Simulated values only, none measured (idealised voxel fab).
Process module under the name voxel spacer lines
This is section cut - it's 235 nm across, gridded in 5 nm square cells.
Cross-section spec: square-cell grid; bands listed top down; each band is one or more rows. Basically the band line says how high the top is and how high the bottom is, in nm, and then what's in it from left to right, every material with its width in nm. Empty space shows up as "air", and if a single material carries "throughout" it runs the full band edge to edge. The reference from which all heights are counted is 0, the level beneath which the as-received wafer is entirely one material; the lowest band, having no lower bound, proceeds downward and is written after the example "0 -> down". Note: "30->40" means the width goes from the first number (top row of the band) to the second number (bottom row) in equal steps per row of cells. A step reported as "nothing was modified" is a step in which no cell of the cross-section changed. This entry, "Sealed-off cavities", enumerates those empty regions of no fewer than 8 cells that possess no open connection to the top. Each region is reported in the form width x height at distance, the distance being taken from the left edge, with all three quantities expressed in nm. What comes after the settings on a step's line is commentary from the simulator itself on that step. "overlay nm" denotes, for a step that has a mask, the displacement of the mask to the right of its planned place, with negative values corresponding to the left.
[These are the steps we planned for the process]
- 1: op RECEIVE | material Si
- 2: op CONFORMAL_DEP | material Al2O3 | thk nm 5
- 3: op DIRECTIONAL_DEP | material W | thk nm 10
- 4: op DIRECTIONAL_DEP | material aC | thk nm 25
- 5: op PATTERN | tone cover | mask id MANDREL | material resist | width nm 15 | pitch nm 60 | thk nm 35 | overlay nm 0
- 6: op DIRECTIONAL_ETCH | etch materials aC | depth nm 25
- 7: op STRIP | etch materials resist
- 8: op CONFORMAL_DEP | material SiO2 | thk nm 15
- 9: op DIRECTIONAL_ETCH | etch materials SiO2 | depth nm 15
- 10: op STRIP | etch materials aC
- 11: op DIRECTIONAL_ETCH | etch materials W | depth nm 10
- 12: op STRIP | etch materials SiO2
- 13: op FILL_DEP | material lowk | thk nm 10
- 14: op CMP | height nm 15
[Account of the first of two wafers, which was processed as intended]
[Cross-section: wafer on arrival = after step 1]
    0 -> down | Si throughout
    Sealed-off cavities: none
[Cross-section: wafer state after step 2]
    5 -> 0 | Al2O3 throughout
    Below a height of 0, the structure has not been altered.
[Cross-section: wafer state after step 3]
    15 -> 5 | W throughout
    Below a height of 5, the structure has not been altered.
[Cross-section: wafer state after step 4]
    40 -> 15 | aC throughout
    Below a height of 15, the structure has not been altered.
[Cross-section: wafer state after step 5]
    75 -> 40 | 50 air | 15 resist | 45 air | 15 resist | 45 air | 15 resist | 50 air
    Below a height of 40, the structure has not been altered.
[Cross-section: wafer state after step 6]
    50 -> 40 | 50 air | 15 resist | 45 air | 15 resist | 45 air | 15 resist | 50 air
    40 -> 15 | 50 air | 15 aC | 45 air | 15 aC | 45 air | 15 aC | 50 air
    Below a height of 15, the structure has not been altered.
[Cross-section: wafer state after step 7]
    40 -> 15 | 50 air | 15 aC | 45 air | 15 aC | 45 air | 15 aC | 50 air
    Below a height of 15, the structure has not been altered.
[Cross-section: wafer state after step 8]
    55 -> 40 | 35 air | 45 SiO2 | 15 air | 45 SiO2 | 15 air | 45 SiO2 | 35 air
    40 -> 30 | 35 air | 15 SiO2 | 15 aC | 15 SiO2 | 15 air | 15 SiO2 | 15 aC | 15 SiO2 | 15 air | 15 SiO2 | 15 aC | 15 SiO2 | 35 air
    30 -> 15 | 50 SiO2 | 15 aC | 45 SiO2 | 15 aC | 45 SiO2 | 15 aC | 50 SiO2
    Below a height of 15, the structure has not been altered.
[Cross-section: wafer state after step 9]
    40 -> 15 | 35 air | 15 SiO2 | 15 aC | 15 SiO2 | 15 air | 15 SiO2 | 15 aC | 15 SiO2 | 15 air | 15 SiO2 | 15 aC | 15 SiO2 | 35 air
    Below a height of 15, the structure has not been altered.
[Cross-section: wafer state after step 10]
    40 -> 15 | 35 air | 15 SiO2 | 15 air | 15 SiO2 | 15 air | 15 SiO2 | 15 air | 15 SiO2 | 15 air | 15 SiO2 | 15 air | 15 SiO2 | 35 air
    Below a height of 15, the structure has not been altered.
[Cross-section: wafer state after step 11]
    40 -> 15 | 35 air | 15 SiO2 | 15 air | 15 SiO2 | 15 air | 15 SiO2 | 15 air | 15 SiO2 | 15 air | 15 SiO2 | 15 air | 15 SiO2 | 35 air
    15 -> 5 | 35 air | 15 W | 15 air | 15 W | 15 air | 15 W | 15 air | 15 W | 15 air | 15 W | 15 air | 15 W | 35 air
    Below a height of 5, the structure has not been altered.
[Cross-section: wafer state after step 12]
    15 -> 5 | 35 air | 15 W | 15 air | 15 W | 15 air | 15 W | 15 air | 15 W | 15 air | 15 W | 15 air | 15 W | 35 air
    Below a height of 5, the structure has not been altered.
[Cross-section: wafer state after step 13]
    25 -> 15 | lowk throughout
    15 -> 5 | 35 lowk | 15 W | 15 lowk | 15 W | 15 lowk | 15 W | 15 lowk | 15 W | 15 lowk | 15 W | 15 lowk | 15 W | 35 lowk
    Below a height of 5, the structure has not been altered.
[Cross-section: wafer state after step 14]
    15 -> 5 | 35 lowk | 15 W | 15 lowk | 15 W | 15 lowk | 15 W | 15 lowk | 15 W | 15 lowk | 15 W | 15 lowk | 15 W | 35 lowk
    Below a height of 5, the structure has not been altered.
[Second wafer - shared start and plan with the first - one error in running - same as the first up to step 1 inclusive]
Here is the second wafer in cross-section at the point where step 2 of the plan should have been done: nothing was modified
[Here is the second wafer in cross-section at the point where step 3 of the plan should have been done]
    10 -> 0 | W throughout
    Below a height of 0, the structure has not been altered.
[Here is the second wafer in cross-section at the point where step 4 of the plan should have been done]
    35 -> 10 | aC throughout
    Below a height of 10, the structure has not been altered.
[Here is the second wafer in cross-section at the point where step 5 of the plan should have been done]
    70 -> 35 | 50 air | 15 resist | 45 air | 15 resist | 45 air | 15 resist | 50 air
    Below a height of 35, the structure has not been altered.
[Here is the second wafer in cross-section at the point where step 6 of the plan should have been done]
    45 -> 35 | 50 air | 15 resist | 45 air | 15 resist | 45 air | 15 resist | 50 air
    35 -> 10 | 50 air | 15 aC | 45 air | 15 aC | 45 air | 15 aC | 50 air
    Below a height of 10, the structure has not been altered.
[Here is the second wafer in cross-section at the point where step 7 of the plan should have been done]
    35 -> 10 | 50 air | 15 aC | 45 air | 15 aC | 45 air | 15 aC | 50 air
    Below a height of 10, the structure has not been altered.
[Here is the second wafer in cross-section at the point where step 8 of the plan should have been done]
    50 -> 35 | 35 air | 45 SiO2 | 15 air | 45 SiO2 | 15 air | 45 SiO2 | 35 air
    35 -> 25 | 35 air | 15 SiO2 | 15 aC | 15 SiO2 | 15 air | 15 SiO2 | 15 aC | 15 SiO2 | 15 air | 15 SiO2 | 15 aC | 15 SiO2 | 35 air
    25 -> 10 | 50 SiO2 | 15 aC | 45 SiO2 | 15 aC | 45 SiO2 | 15 aC | 50 SiO2
    Below a height of 10, the structure has not been altered.
[Here is the second wafer in cross-section at the point where step 9 of the plan should have been done]
    35 -> 10 | 35 air | 15 SiO2 | 15 aC | 15 SiO2 | 15 air | 15 SiO2 | 15 aC | 15 SiO2 | 15 air | 15 SiO2 | 15 aC | 15 SiO2 | 35 air
    Below a height of 10, the structure has not been altered.
[Here is the second wafer in cross-section at the point where step 10 of the plan should have been done]
    35 -> 10 | 35 air | 15 SiO2 | 15 air | 15 SiO2 | 15 air | 15 SiO2 | 15 air | 15 SiO2 | 15 air | 15 SiO2 | 15 air | 15 SiO2 | 35 air
    Below a height of 10, the structure has not been altered.
[Here is the second wafer in cross-section at the point where step 11 of the plan should have been done]
    35 -> 10 | 35 air | 15 SiO2 | 15 air | 15 SiO2 | 15 air | 15 SiO2 | 15 air | 15 SiO2 | 15 air | 15 SiO2 | 15 air | 15 SiO2 | 35 air
    10 -> 0 | 35 air | 15 W | 15 air | 15 W | 15 air | 15 W | 15 air | 15 W | 15 air | 15 W | 15 air | 15 W | 35 air
    Below a height of 0, the structure has not been altered.
[Here is the second wafer in cross-section at the point where step 12 of the plan should have been done]
    10 -> 0 | 35 air | 15 W | 15 air | 15 W | 15 air | 15 W | 15 air | 15 W | 15 air | 15 W | 15 air | 15 W | 35 air
    Below a height of 0, the structure has not been altered.
[Here is the second wafer in cross-section at the point where step 13 of the plan should have been done]
    20 -> 10 | lowk throughout
    10 -> 0 | 35 lowk | 15 W | 15 lowk | 15 W | 15 lowk | 15 W | 15 lowk | 15 W | 15 lowk | 15 W | 15 lowk | 15 W | 35 lowk
    Below a height of 0, the structure has not been altered.
[Here is the second wafer in cross-section at the point where step 14 of the plan should have been done]
    15 -> 10 | lowk throughout
    Below a height of 10, the structure has not been altered.
Finding, execution versus plan: step 2 of the plan was bypassed and not carried out
Wrapping up, a cell-based count of both wafers puts the second over or under the first for these materials: -47 Al2O3; +47 lowk
